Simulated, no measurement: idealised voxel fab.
Presented below is a process module, voxel wiring stack.
Cross-section cut spans 280 nm and uses square cells 5 nm in size.
This document writes a cross-section as a grid whose cells are square, and gives it as bands, listed from the top down; one or more rows of cells form a band.
It is stipulated that each band's entry specify, in nanometres, the height of the top of the band and then that of its bottom, followed by the materials of the band in left-to-right sequence, each together with its width in nanometres. A single material marked by the word "edge to edge" is understood to fill the band from edge to edge; the word "empty" is understood to denote empty space.
It should be noted that heights are counted from 0, beneath which the wafer as supplied is of one material throughout, and that the lowest band possesses no lower boundary but continues downward, as written in "top 0, no bottom".
Graded width ("30..40"): value in top row of band = first number; value in bottom row = second number; row-to-row change constant.
"nothing changed" after a step means that no cell of the cross-section changed.
The label "Closed void listing" introduces a list of the empty spaces, 8 cells or larger, that have no open way up to the top; each entry in it reads width x height at distance, where the distance is taken from the left edge and all three are stated in nm.
On a step's line, text after the settings is the simulator commenting on that step.
overlay nm: how far to the right of its planned place the mask lay on this masked step (negative: to the left).

HERE'S WHAT THE PLANNED PROCESS STEPS LOOK LIKE
1 RECEIVE (material Si)
2 CONFORMAL_DEP (material SiO2; thk nm 10)
3 CONFORMAL_DEP (material SiCN; thk nm 5)
4 DIRECTIONAL_DEP (material lowk; thk nm 25)
5 DIRECTIONAL_DEP (material aC; thk nm 10)
6 PATTERN (tone open; mask id METAL_1; material resist; width nm 30; pitch nm 55; thk nm 30; overlay nm 0)
7 DIRECTIONAL_ETCH (etch materials aC; depth nm 10)
8 STRIP (etch materials resist)
9 DIRECTIONAL_ETCH (etch materials lowk; depth nm 25)
10 DIRECTIONAL_ETCH (etch materials SiCN; depth nm 5)
11 STRIP (etch materials aC)
12 CONFORMAL_DEP (material TiN; thk nm 5)
13 FILL_DEP (material Ru; thk nm 5)
14 CMP (height nm 40)
15 EPI (material Ru; thk nm 5)
16 FILL_DEP (material SiCN; thk nm 5)
17 DIRECTIONAL_DEP (material lowk; thk nm 15)
18 DIRECTIONAL_DEP (material aC; thk nm 15)
19 PATTERN (tone open; mask id PLUG_1; material resist; width nm 15; pitch nm 110; thk nm 35; overlay nm 0)
20 DIRECTIONAL_ETCH (etch materials aC; depth nm 15)
21 STRIP (etch materials resist)
22 DIRECTIONAL_ETCH (etch materials lowk; depth nm 15)
23 DIRECTIONAL_ETCH (etch materials SiCN; depth nm 5)
24 STRIP (etch materials aC)
25 EPI (material Ru; thk nm 10)
26 EPI (material Ru; thk nm 10)
27 DIRECTIONAL_DEP (material TiN; thk nm 5)
28 DIRECTIONAL_DEP (material W; thk nm 25)
29 DIRECTIONAL_DEP (material aC; thk nm 10)
30 PATTERN (tone cover; mask id METAL_2; material resist; width nm 30; pitch nm 55; thk nm 30; overlay nm 0)
31 DIRECTIONAL_ETCH (etch materials aC; depth nm 10)
32 STRIP (etch materials resist)
33 DIRECTIONAL_ETCH (etch materials W; depth nm 25)
34 DIRECTIONAL_ETCH (etch materials TiN; depth nm 5)
35 STRIP (etch materials aC)
36 CONFORMAL_DEP (material SiCN; thk nm 5)
37 FILL_DEP (material lowk; thk nm 5)
38 CMP (height nm 95)
39 CONFORMAL_DEP (material SiCN; thk nm 5)
40 DIRECTIONAL_DEP (material SiO2; thk nm 20)
41 MASKED_ETCH (tone open; mask id PLUG_2; width nm 15; pitch nm 55; etch materials SiO2; depth nm 20; overlay nm 0)
42 MASKED_ETCH (tone open; mask id PLUG_2; width nm 15; pitch nm 55; etch materials SiCN; depth nm 5; overlay nm 0)
43 EPI (material Ru; thk nm 10)
44 EPI (material Ru; thk nm 10)
45 EPI (material Ru; thk nm 5)
46 DIRECTIONAL_DEP (material TiN; thk nm 5)
47 DIRECTIONAL_DEP (material Ru; thk nm 25)
48 MASKED_ETCH (tone cover; mask id METAL_3; width nm 30; pitch nm 55; etch materials Ru; depth nm 25; overlay nm 0)
49 MASKED_ETCH (tone cover; mask id METAL_3; width nm 30; pitch nm 55; etch materials TiN; depth nm 5; overlay nm 0)
50 FILL_DEP (material lowk; thk nm 5)
51 CMP (height nm 150)
52 CONFORMAL_DEP (material SiN; thk nm 5)

AS RECEIVED (POST STEP 1): CROSS-SECTION
    top 0, no bottom | Si edge to edge
    Closed void listing: none

MODULE COMPLETE - CROSS-SECTION OF THE FIRST OF TWO WAFERS, RUN ACCORDING TO PLAN
    top 155, bottom 150 | SiN edge to edge
    top 150, bottom 125 | 40 lowk  30 Ru  25 lowk  30 Ru  25 lowk  30 Ru  25 lowk  30 Ru  45 lowk
    top 125, bottom 120 | 40 lowk  30 TiN  25 lowk  30 TiN  25 lowk  30 TiN  25 lowk  30 TiN  45 lowk
    top 120, bottom 100 | 40 SiO2  15 Ru  40 SiO2  15 Ru  40 SiO2  15 Ru  40 SiO2  15 Ru  60 SiO2
    top 100, bottom 95 | 40 SiCN  15 Ru  40 SiCN  15 Ru  40 SiCN  15 Ru  40 SiCN  15 Ru  60 SiCN
    top 95, bottom 70 | 35 lowk  5 SiCN  30 W  5 SiCN  15 lowk  5 SiCN  30 W  5 SiCN  15 lowk  5 SiCN  30 W  5 SiCN  15 lowk  5 SiCN  30 W  5 SiCN  40 lowk
    top 70, bottom 65 | 40 SiCN  30 TiN  25 SiCN  30 TiN  25 SiCN  30 TiN  25 SiCN  30 TiN  45 SiCN
    top 65, bottom 50 | 40 lowk  15 Ru  95 lowk  15 Ru  115 lowk
    top 50, bottom 45 | 40 SiCN  15 Ru  95 SiCN  15 Ru  115 SiCN
    top 45, bottom 40 | 35 SiCN  40 Ru  15 SiCN  40 Ru  15 SiCN  40 Ru  15 SiCN  40 Ru  40 SiCN
    top 40, bottom 15 | 40 lowk  5 TiN  20 Ru  5 TiN  25 lowk  5 TiN  20 Ru  5 TiN  25 lowk  5 TiN  20 Ru  5 TiN  25 lowk  5 TiN  20 Ru  5 TiN  45 lowk
    top 15, bottom 10 | 40 SiCN  30 TiN  25 SiCN  30 TiN  25 SiCN  30 TiN  25 SiCN  30 TiN  45 SiCN
    top 10, bottom 0 | SiO2 edge to edge
    top 0, no bottom | Si edge to edge
    Closed void listing: none

WAFER TWO, SECTIONED AFTER THE MODULE: THE FIRST WAFER'S START, THE FIRST WAFER'S PLAN, AND ONE MISTAKE IN HOW IT WAS RUN
    top 155, bottom 150 | SiN edge to edge
    top 150, bottom 145 | 40 lowk  30 TiN  25 lowk  30 TiN  25 lowk  30 TiN  25 lowk  30 TiN  45 lowk
    top 145, bottom 120 | TiN edge to edge
    top 120, bottom 100 | 40 SiO2  15 Ru  40 SiO2  15 Ru  40 SiO2  15 Ru  40 SiO2  15 Ru  60 SiO2
    top 100, bottom 95 | 40 SiCN  15 Ru  40 SiCN  15 Ru  40 SiCN  15 Ru  40 SiCN  15 Ru  60 SiCN
    top 95, bottom 70 | 35 lowk  5 SiCN  30 W  5 SiCN  15 lowk  5 SiCN  30 W  5 SiCN  15 lowk  5 SiCN  30 W  5 SiCN  15 lowk  5 SiCN  30 W  5 SiCN  40 lowk
    top 70, bottom 65 | 40 SiCN  30 TiN  25 SiCN  30 TiN  25 SiCN  30 TiN  25 SiCN  30 TiN  45 SiCN
    top 65, bottom 50 | 40 lowk  15 Ru  95 lowk  15 Ru  115 lowk
    top 50, bottom 45 | 40 SiCN  15 Ru  95 SiCN  15 Ru  115 SiCN
    top 45, bottom 40 | 35 SiCN  40 Ru  15 SiCN  40 Ru  15 SiCN  40 Ru  15 SiCN  40 Ru  40 SiCN
    top 40, bottom 15 | 40 lowk  5 TiN  20 Ru  5 TiN  25 lowk  5 TiN  20 Ru  5 TiN  25 lowk  5 TiN  20 Ru  5 TiN  25 lowk  5 TiN  20 Ru  5 TiN  45 lowk
    top 15, bottom 10 | 40 SiCN  30 TiN  25 SiCN  30 TiN  25 SiCN  30 TiN  25 SiCN  30 TiN  45 SiCN
    top 10, bottom 0 | SiO2 edge to edge
    top 0, no bottom | Si edge to edge
    Closed void listing: none
Run error: planned and actual differ for step 47; actual: DIRECTIONAL_DEP (material TiN; thk nm 25)
Final wafer comparison in cells, second versus first, more or fewer per material: 120 fewer of Ru; 280 more of TiN; 160 fewer of lowk
